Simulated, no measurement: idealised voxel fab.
You're looking at the process module voxel gate over fins.
Cross-section cut spans 255 nm and uses square cells 5 nm in size.
A cross-section is written here as square cells arranged in a grid, and it is given in bands from the top down, each band taking up one or more rows of cells.
Within each band entry, the heights of the top and of the bottom of the band appear first, in that order and in nm; the materials of the band then follow from left to right, each with its corresponding width in nm. The designation "edge to edge" on a single material indicates that it fills the band from edge to edge; the designation "empty" indicates empty space.
Height is counted from the level 0, under which the received wafer is composed throughout of one material. The lowest of the bands is not closed at the bottom but continues downward, in the notation "0..down".
A width given as "30 to 40" starts at the first number in the band's top row and ends at the second number in its bottom row, shifting by an equal amount at every step from row to row.
The cross-section has no changed cell in any step marked "identical to before".
Look at "Enclosed cavity list" for the closed voids: empty spaces with no open path to the top, sized 8 cells or up. Each is width x height at distance, distance from the left edge, all nm.
That trailing text on a step's line, after the settings, is the simulator's own remark on the step.
If you see "overlay nm" on a step's line and that step has a mask, it's telling you how far right of where it was planned the mask ended up; a negative number means it went left instead.
**plan**
1. RECEIVE, material Si
2. CONFORMAL_DEP, material SiN, thk nm 10
3. MASKED_ETCH, tone cover, mask id FINS, width nm 15, pitch nm 55, etch materials SiN, depth nm 10, overlay nm 0
4. MASKED_ETCH, tone cover, mask id FINS, width nm 15, pitch nm 55, etch materials Si, depth nm 40, overlay nm 0
5. OXIDIZE, depth nm 5
6. FILL_DEP, material SiO2, thk nm 10
7. CMP, height nm 10
8. DIRECTIONAL_DEP, material aC, thk nm 10
9. PATTERN, tone open, mask id RAIL, material resist, width nm 15, thk nm 30, overlay nm 0
10. DIRECTIONAL_ETCH, etch materials aC, depth nm 10
11. STRIP, etch materials resist
12. DIRECTIONAL_ETCH, etch materials SiO2, depth nm 45
13. STRIP, etch materials aC
14. CONFORMAL_DEP, material TiN, thk nm 5
15. FILL_DEP, material W, thk nm 10
16. CMP, height nm 10
17. SELECTIVE_ETCH, etch materials W Ru TiN, depth nm 35
18. FILL_DEP, material SiO2, thk nm 5
19. CMP, height nm 10
20. SELECTIVE_ETCH, etch materials SiO2, depth nm 25
21. STRIP, etch materials SiN
22. CONFORMAL_DEP, material HfO2, thk nm 5
23. CONFORMAL_DEP, material TiN, thk nm 5
24. FILL_DEP, material W, thk nm 15
25. CMP, height nm 20
26. CONFORMAL_DEP, material SiCN, thk nm 10
**As-received state of the wafer in cross-section, equivalent to post-step 1**
- 0..down = Si edge to edge
- Enclosed cavity list: none
**Module complete - cross-section of the first of two wafers, run according to plan**
- 30..20 = SiCN edge to edge
- 20..10 = W edge to edge
- 10..5 = W: 30, TiN: 25, W: 30, TiN: 25, W: 30, TiN: 25, W: 30, TiN: 25, W: 35
- 5..0 = W: 30, TiN: 5, HfO2: 15, TiN: 5, W: 30, TiN: 5, HfO2: 15, TiN: 5, W: 30, TiN: 5, HfO2: 15, TiN: 5, W: 30, TiN: 5, HfO2: 15, TiN: 5, W: 35
- 0..-5 = W: 30, TiN: 5, HfO2: 5, Si: 5, HfO2: 5, TiN: 5, W: 30, TiN: 5, HfO2: 5, Si: 5, HfO2: 5, TiN: 5, W: 30, TiN: 5, HfO2: 5, Si: 5, HfO2: 5, TiN: 5, W: 30, TiN: 5, HfO2: 5, Si: 5, HfO2: 5, TiN: 5, W: 35
- -5..-10 = TiN: 35, HfO2: 5, Si: 5, HfO2: 5, TiN: 40, HfO2: 5, Si: 5, HfO2: 5, TiN: 40, HfO2: 5, Si: 5, HfO2: 5, TiN: 40, HfO2: 5, Si: 5, HfO2: 5, TiN: 40
- -10..-15 = HfO2: 40, Si: 5, HfO2: 50, Si: 5, HfO2: 50, Si: 5, HfO2: 50, Si: 5, HfO2: 45
- -15..-25 = SiO2: 40, Si: 5, SiO2: 50, Si: 5, SiO2: 50, Si: 5, SiO2: 50, Si: 5, SiO2: 45
- -25..-30 = SiO2: 40, Si: 5, SiO2: 15, TiN: 5, W: 5, TiN: 5, SiO2: 20, Si: 5, SiO2: 50, Si: 5, SiO2: 50, Si: 5, SiO2: 45
- -30..-35 = SiO2: 40, Si: 5, SiO2: 15, TiN: 15, SiO2: 20, Si: 5, SiO2: 50, Si: 5, SiO2: 50, Si: 5, SiO2: 45
- -35..-45 = SiO2: 40, Si: 5, SiO2: 50, Si: 5, SiO2: 50, Si: 5, SiO2: 50, Si: 5, SiO2: 45
- -45..down = Si edge to edge
- Enclosed cavity list: none
**The second wafer, shown in cross-section after the module: started the same way as the first and given the same plan, yet one mistake crept into how it was run**
- 30..20 = SiCN edge to edge
- 20..10 = W edge to edge
- 10..5 = W: 25, TiN: 35, W: 20, TiN: 35, W: 20, TiN: 35, W: 20, TiN: 35, W: 30
- 5..0 = W: 25, TiN: 5, HfO2: 25, TiN: 5, W: 20, TiN: 5, HfO2: 25, TiN: 5, W: 20, TiN: 5, HfO2: 25, TiN: 5, W: 20, TiN: 5, HfO2: 25, TiN: 5, W: 30
- 0..-30 = W: 25, TiN: 5, HfO2: 5, SiO2: 5, Si: 5, SiO2: 5, HfO2: 5, TiN: 5, W: 20, TiN: 5, HfO2: 5, SiO2: 5, Si: 5, SiO2: 5, HfO2: 5, TiN: 5, W: 20, TiN: 5, HfO2: 5, SiO2: 5, Si: 5, SiO2: 5, HfO2: 5, TiN: 5, W: 20, TiN: 5, HfO2: 5, SiO2: 5, Si: 5, SiO2: 5, HfO2: 5, TiN: 5, W: 30
- -30..-35 = TiN: 30, HfO2: 5, SiO2: 5, Si: 5, SiO2: 5, HfO2: 5, TiN: 30, HfO2: 5, SiO2: 5, Si: 5, SiO2: 5, HfO2: 5, TiN: 30, HfO2: 5, SiO2: 5, Si: 5, SiO2: 5, HfO2: 5, TiN: 30, HfO2: 5, SiO2: 5, Si: 5, SiO2: 5, HfO2: 5, TiN: 35
- -35..-40 = HfO2: 35, SiO2: 5, Si: 5, SiO2: 5, HfO2: 40, SiO2: 5, Si: 5, SiO2: 5, HfO2: 40, SiO2: 5, Si: 5, SiO2: 5, HfO2: 40, SiO2: 5, Si: 5, SiO2: 5, HfO2: 40
- -40..-45 = SiO2: 40, Si: 5, SiO2: 50, Si: 5, SiO2: 50, Si: 5, SiO2: 50, Si: 5, SiO2: 45
- -45..down = Si edge to edge
- Enclosed cavity list: none
Misprocessing identified: step 6 did not use the planned setting and instead ran as FILL_DEP, material SiN, thk nm 10
The second wafer ends with more or fewer cells of some materials than the first, per final count: 40 more of HfO2 | 165 fewer of SiO2 | 35 more of TiN | 90 more of W
